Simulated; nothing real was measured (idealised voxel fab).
The following process module bears the name voxel tone inversion.
Section cut is 215 nm wide and gridded with 5 nm square cells.
In this document a cross-section is written as a grid of square cells. It is given as a series of bands, listed from the top down, and a band is one or more rows of cells. The band entry comprises the height of the band's top followed by the height of its bottom, expressed in nm, and subsequently the band's materials from left to right, each stated together with its width in nm. Where a single material is marked with the word "everywhere", that material fills the band from edge to edge. The word "blank" represents empty space. Height reference: 0 = level under which incoming wafer is all one material. Lowest band: no bottom, runs on downward, e.g. "0 and below". Graded width ("30->40"): value in top row of band = first number; value in bottom row = second number; row-to-row change constant. Reading "no modifications" for a step: not a cell of the cross-section changed in it. Entry "Closed-off voids". Content: empty spaces with no open connection to the top, size 8 cells or greater. Each: width x height at distance. Distance: from left edge. Unit: nm. On a step's line, text after the settings is the simulator commenting on that step. overlay nm: right-of-plan distance of the mask on a masked step; negative values mean left-of-plan.

LISTED BELOW ARE THE PROCESS STEPS AS PLANNED
- 1: RECEIVE: material Si
- 2: CONFORMAL_DEP: material SiN, thk nm 5
- 3: DIRECTIONAL_DEP: material aC, thk nm 15
- 4: PATTERN: tone cover, mask id POSTS, material resist, width nm 20, pitch nm 50, thk nm 20, overlay nm 0
- 5: DIRECTIONAL_ETCH: etch materials aC, depth nm 15
- 6: STRIP: etch materials resist
- 7: FILL_DEP: material lowk, thk nm 5
- 8: CMP: height nm 20
- 9: STRIP: etch materials aC

THIS IS THE CROSS-SECTION OF THE WAFER AS WE RECEIVED IT, I.E. AFTER STEP 1
  0 and below  Si everywhere
  Closed-off voids: none

END-OF-MODULE XS, FIRST OF TWO WAFERS, RUN AS PLANNED
  20 down to 5  lowk 20, then blank 20, then lowk 30, then blank 20, then lowk 30, then blank 20, then lowk 30, then blank 20, then lowk 25
  5 down to 0  SiN everywhere
  0 and below  Si everywhere
  Closed-off voids: none

THIS IS THE SECOND OF THE TWO WAFERS, CROSS-SECTIONED AT THE END OF THE MODULE; IT STARTED EXACTLY LIKE THE FIRST AND WAS GIVEN THE SAME PLAN, BUT IT WAS RUN WITH ONE MISTAKE
  20 down to 15  lowk everywhere
  15 down to 0  lowk 20, then aC 20, then lowk 30, then aC 20, then lowk 30, then aC 20, then lowk 30, then aC 20, then lowk 25
  0 and below  Si everywhere
  Closed-off voids: none
Deviation from plan: plan step 2: skipped, not run
The final cell counts differ between the wafers, with the second having more or fewer of some materials than the first: SiN -43; aC +48; lowk +43
